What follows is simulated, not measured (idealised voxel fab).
Process module, titled voxel local oxidation
250 nm wide, 5 nm square cells: that's cross-section cut.
Square cells in a grid make up a cross-section in this document, and the grid is given as bands, listed from the top down, each one or more rows of cells. Band: top height; bottom height; in nm. Then, left to right: material with width in nm, for each material. "all across": a single material spanning edge to edge. "air": empty space. Where do heights start? At 0: under that level the wafer as delivered is made of one material only. And the lowest band has no floor; it just carries on downward, as in "0 down". So if you see something like "30..40" for the width, read it as the top row of the band sitting at the first number and the bottom row at the second, with every row in between moving by the same amount as the last. The cross-section has no changed cell in any step marked "identical to before". The entry "Entrapped voids" lists the empty spaces that cover at least 8 cells and have no open path to the top. Each is written as width x height at distance, where the distance is measured from the left edge and all three values are in nm. Heads up: the bit after the settings on a step's line is the simulator's remark on that step. A step line may carry the setting "overlay nm", which, for steps involving a mask, states the distance by which the mask lay to the right of its intended position; negative values denote displacement to the left.

Process steps - plan:
1 RECEIVE [material Si]
2 CONFORMAL_DEP [material SiO2] [thk nm 5]
3 CONFORMAL_DEP [material SiN] [thk nm 15]
4 DIRECTIONAL_DEP [material aC] [thk nm 15]
5 PATTERN [tone cover] [mask id ACTIVE] [material resist] [width nm 125] [thk nm 35] [overlay nm 0]
6 DIRECTIONAL_ETCH [etch materials aC] [depth nm 15]
7 STRIP [etch materials resist]
8 DIRECTIONAL_ETCH [etch materials SiN] [depth nm 15]
9 STRIP [etch materials aC]
10 SELECTIVE_ETCH [etch materials SiO2] [depth nm 5]
11 OXIDIZE [depth nm 15]
12 STRIP [etch materials SiN]

Concerning the first of two wafers, which was run in accordance with the plan:

Cross-section of the wafer as it came to us, i.e., already through step 1:
> 0 down: Si all across
> Entrapped voids: none

How the wafer stands in section after step 2:
> 5 to 0: SiO2 all across
> Rest of section, below 0: as before.

How the wafer stands in section after step 3:
> 20 to 5: SiN all across
> Rest of section, below 5: as before.

How the wafer stands in section after step 4:
> 35 to 20: aC all across
> Rest of section, below 20: as before.

How the wafer stands in section after step 5:
> 70 to 35: 60 air, 125 resist, 65 air
> Rest of section, below 35: as before.

How the wafer stands in section after step 6:
> 55 to 35: 60 air, 125 resist, 65 air
> 35 to 20: 60 air, 125 aC, 65 air
> Rest of section, below 20: as before.

How the wafer stands in section after step 7:
> 35 to 20: 60 air, 125 aC, 65 air
> Rest of section, below 20: as before.

How the wafer stands in section after step 8:
> 35 to 20: 60 air, 125 aC, 65 air
> 20 to 5: 60 air, 125 SiN, 65 air
> Rest of section, below 5: as before.

How the wafer stands in section after step 9:
> 20 to 5: 60 air, 125 SiN, 65 air
> Rest of section, below 5: as before.

How the wafer stands in section after step 10:
> 20 to 5: 60 air, 125 SiN, 65 air
> 5 to 0: 65 air, 115 SiO2, 70 air
> Rest of section, below 0: as before.

How the wafer stands in section after step 11:
> 20 to 5: 60 air, 125 SiN, 65 air
> 5 to 0: 65 air, 115 SiO2, 70 air
> 0 to -15: 80 SiO2, 85 Si, 85 SiO2
> Rest of section, below -15: as before.

How the wafer stands in section after step 12:
> 5 to 0: 65 air, 115 SiO2, 70 air
> Rest of section, below 0: as before.

It is to be noted that the second wafer proceeded from the same initial state and according to the same plan as the first, although one mistake was committed in its execution; through step 7, inclusive, the two wafers share an identical history:

Second wafer profile in section, at the moment step 8 of the plan was meant to be complete:
> 35 to 20: 60 air, 125 aC, 65 air
> 20 to 5: 60 air, 125 SiN, 65 air
> Rest of section, below 5: as before.

Second wafer profile in section, at the moment step 9 of the plan was meant to be complete:
> 20 to 5: 60 air, 125 SiN, 65 air
> Rest of section, below 5: as before.

Second wafer profile in section, at the moment step 10 of the plan was meant to be complete:
> 20 to 5: 60 air, 125 SiN, 65 air
> 5 to 0: 65 air, 115 SiO2, 70 air
> Rest of section, below 0: as before.

Second wafer profile in section, at the moment step 11 of the plan was meant to be complete:
> 20 to 5: 60 air, 125 SiN, 65 air
> 5 to 0: 65 air, 115 SiO2, 70 air
> 0 to -15: 80 SiO2, 85 Si, 85 SiO2
> Rest of section, below -15: as before.

Second wafer profile in section, at the moment step 12 of the plan was meant to be complete:
> 5 to 0: 65 air, 115 SiO2, 70 air
> Rest of section, below 0: as before.
The mistake made against the process plan was this: the plan's step 8 ran twice
The final cross-section is the same for the two wafers, so this model computes the same thing whether or not the mistake was made.
